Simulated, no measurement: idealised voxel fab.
Title: Process Module voxel transistor to metal
Shown is cross-section cut, with a width of 155 nm and square cells of size 5 nm.
Think of the cross-section as a grid of square cells. We describe it in bands, top to bottom, and each band covers one or more rows of those cells. In this notation a band is specified by the heights of its top and bottom, in that order and in nm, after which its materials appear from left to right, each paired with its width in nm. The word "all across" attached to a single material means that material fills the band from edge to edge; the word "blank" stands for empty space. Beneath 0, the wafer as received is one material, and that level is where height counting begins. The lowest band goes on downward without a bottom; it is written like "z 0 and below". Note: "30..40" means the width goes from the first number (top row of the band) to the second number (bottom row) in equal steps per row of cells. Step note "no modifications" = no cross-section cell changed. "Fully enclosed voids": empty spaces of 8 cells or more with no open way to the top, each given as width x height at distance, distance from the left edge, all in nm. Step line, after settings: the simulator's comment on this step. overlay nm: how far to the right of its planned place the mask lay on this masked step (negative: to the left).

Planned process steps:
1) RECEIVE with material Si
2) CONFORMAL_DEP with material SiO2, thk nm 5
3) CONFORMAL_DEP with material SiN, thk nm 15
4) MASKED_ETCH with tone cover, mask id ACTIVE, width nm 95, etch materials SiN, depth nm 15, overlay nm 0
5) MASKED_ETCH with tone cover, mask id ACTIVE, width nm 95, etch materials SiO2, depth nm 5, overlay nm 0
6) MASKED_ETCH with tone cover, mask id ACTIVE, width nm 95, etch materials Si, depth nm 25, overlay nm 0
7) FILL_DEP with material SiO2, thk nm 5
8) CMP with height nm 20
9) SELECTIVE_ETCH with etch materials SiO2, depth nm 15
10) STRIP with etch materials SiN
11) SELECTIVE_ETCH with etch materials SiO2, depth nm 5
12) OXIDIZE with depth nm 5
13) DIRECTIONAL_DEP with material polySi, thk nm 20
14) DIRECTIONAL_DEP with material SiCN, thk nm 10
15) DIRECTIONAL_DEP with material aC, thk nm 10
16) PATTERN with tone cover, mask id GATE, material resist, width nm 25, thk nm 25, overlay nm 0
17) DIRECTIONAL_ETCH with etch materials aC, depth nm 10
18) STRIP with etch materials resist
19) DIRECTIONAL_ETCH with etch materials SiCN, depth nm 20
20) DIRECTIONAL_ETCH with etch materials polySi, depth nm 30
21) STRIP with etch materials aC
22) CONFORMAL_DEP with material SiO2, thk nm 5
23) DIRECTIONAL_ETCH with etch materials SiO2, depth nm 5
24) CONFORMAL_DEP with material SiN, thk nm 5
25) DIRECTIONAL_ETCH with etch materials SiN, depth nm 5
26) DIRECTIONAL_ETCH with etch materials SiO2, depth nm 5
27) EPI with material pSi, thk nm 5
28) FILL_DEP with material SiO2, thk nm 10
29) CMP with height nm 20
30) STRIP with etch materials polySi
31) SELECTIVE_ETCH with etch materials SiO2, depth nm 5
32) CONFORMAL_DEP with material HfO2, thk nm 5
33) CONFORMAL_DEP with material TiN, thk nm 5
34) FILL_DEP with material W, thk nm 5
35) CMP with height nm 15
36) DIRECTIONAL_DEP with material SiO2, thk nm 15
37) MASKED_ETCH with tone open, mask id CONTACT, width nm 15, pitch nm 70, etch materials SiO2, depth nm 30, overlay nm 0
38) CONFORMAL_DEP with material TiN, thk nm 5
39) FILL_DEP with material Ru, thk nm 5
40) CMP with height nm 30
41) DIRECTIONAL_DEP with material TiN, thk nm 5
42) DIRECTIONAL_DEP with material W, thk nm 15
43) PATTERN with tone cover, mask id METAL_1, material resist, width nm 15, pitch nm 70, thk nm 15, overlay nm 0
44) DIRECTIONAL_ETCH with etch materials W, depth nm 15
45) DIRECTIONAL_ETCH with etch materials TiN, depth nm 5
46) STRIP with etch materials resist
47) CONFORMAL_DEP with material SiCN, thk nm 5
48) FILL_DEP with material SiO2, thk nm 5
49) CMP with height nm 50
50) CONFORMAL_DEP with material SiCN, thk nm 5
51) DIRECTIONAL_DEP with material SiO2, thk nm 35
52) PATTERN with tone open, mask id METAL_2, material resist, width nm 15, pitch nm 70, thk nm 20, overlay nm 0
53) DIRECTIONAL_ETCH with etch materials SiO2, depth nm 20
54) STRIP with etch materials resist
55) PATTERN with tone open, mask id METAL_2_HOLES, material resist, width nm 15, pitch nm 70, thk nm 15, overlay nm 0
56) DIRECTIONAL_ETCH with etch materials SiO2, depth nm 15
57) DIRECTIONAL_ETCH with etch materials SiCN, depth nm 5
58) STRIP with etch materials resist
59) CONFORMAL_DEP with material TiN, thk nm 5
60) FILL_DEP with material Ru, thk nm 5
61) CMP with height nm 90
62) CONFORMAL_DEP with material SiCN, thk nm 5

Wafer cross-section on receipt, i.e. after step 1:
- z 0 and below: Si all across
- Fully enclosed voids: none

Post-module cross-section of the first of two wafers (run per plan):
- z 95 to 90: SiCN all across
- z 90 to 55: 35 nm SiO2, 5 nm TiN, 5 nm Ru, 5 nm TiN, 55 nm SiO2, 5 nm TiN, 5 nm Ru, 5 nm TiN, 35 nm SiO2
- z 55 to 50: 35 nm SiCN, 15 nm TiN, 55 nm SiCN, 15 nm TiN, 35 nm SiCN
- z 50 to 35: 30 nm SiO2, 5 nm SiCN, 15 nm W, 5 nm SiCN, 45 nm SiO2, 5 nm SiCN, 15 nm W, 5 nm SiCN, 30 nm SiO2
- z 35 to 30: 35 nm SiCN, 15 nm TiN, 55 nm SiCN, 15 nm TiN, 35 nm SiCN
- z 30 to 15: 35 nm SiO2, 5 nm TiN, 5 nm Ru, 5 nm TiN, 55 nm SiO2, 5 nm TiN, 5 nm Ru, 5 nm TiN, 35 nm SiO2
- z 15 to 5: 35 nm SiO2, 5 nm TiN, 5 nm Ru, 5 nm TiN, 5 nm SiO2, 5 nm SiN, 5 nm HfO2, 5 nm TiN, 15 nm W, 5 nm TiN, 5 nm HfO2, 5 nm SiN, 5 nm SiO2, 5 nm TiN, 5 nm Ru, 5 nm TiN, 35 nm SiO2
- z 5 to 0: 35 nm SiO2, 15 nm TiN, 5 nm SiO2, 5 nm SiN, 5 nm HfO2, 25 nm TiN, 5 nm HfO2, 5 nm SiN, 5 nm SiO2, 15 nm TiN, 35 nm SiO2
- z 0 to -5: 25 nm SiO2, 30 nm pSi, 5 nm SiO2, 35 nm HfO2, 5 nm SiO2, 30 nm pSi, 25 nm SiO2
- z -5 to -25: 30 nm SiO2, 95 nm Si, 30 nm SiO2
- z -25 and below: Si all across
- Fully enclosed voids: none

Wafer two cross-section, module end. Start and plan unchanged from wafer one; one mistake made during the run:
- z 95 to 90: SiCN all across
- z 90 to 55: 35 nm SiO2, 5 nm TiN, 5 nm Ru, 5 nm TiN, 55 nm SiO2, 5 nm TiN, 5 nm Ru, 5 nm TiN, 35 nm SiO2
- z 55 to 50: 35 nm SiCN, 15 nm TiN, 55 nm SiCN, 15 nm TiN, 35 nm SiCN
- z 50 to 35: 25 nm SiO2, 5 nm SiCN, 25 nm W, 5 nm SiCN, 35 nm SiO2, 5 nm SiCN, 25 nm W, 5 nm SiCN, 25 nm SiO2
- z 35 to 30: 30 nm SiCN, 25 nm TiN, 45 nm SiCN, 25 nm TiN, 30 nm SiCN
- z 30 to 15: 35 nm SiO2, 5 nm TiN, 5 nm Ru, 5 nm TiN, 55 nm SiO2, 5 nm TiN, 5 nm Ru, 5 nm TiN, 35 nm SiO2
- z 15 to 5: 35 nm SiO2, 5 nm TiN, 5 nm Ru, 5 nm TiN, 5 nm SiO2, 5 nm SiN, 5 nm HfO2, 5 nm TiN, 15 nm W, 5 nm TiN, 5 nm HfO2, 5 nm SiN, 5 nm SiO2, 5 nm TiN, 5 nm Ru, 5 nm TiN, 35 nm SiO2
- z 5 to 0: 35 nm SiO2, 15 nm TiN, 5 nm SiO2, 5 nm SiN, 5 nm HfO2, 25 nm TiN, 5 nm HfO2, 5 nm SiN, 5 nm SiO2, 15 nm TiN, 35 nm SiO2
- z 0 to -5: 25 nm SiO2, 30 nm pSi, 5 nm SiO2, 35 nm HfO2, 5 nm SiO2, 30 nm pSi, 25 nm SiO2
- z -5 to -25: 30 nm SiO2, 95 nm Si, 30 nm SiO2
- z -25 and below: Si all across
- Fully enclosed voids: none
Run error: so step 43 ended up running with a different setting than we planned, it ran as PATTERN with tone cover, mask id METAL_1, material resist, width nm 25, pitch nm 70, thk nm 15, overlay nm 0
at the end the second wafer has, in cells: 4 fewer of SiCN | 12 fewer of SiO2 | 4 more of TiN | 12 more of W
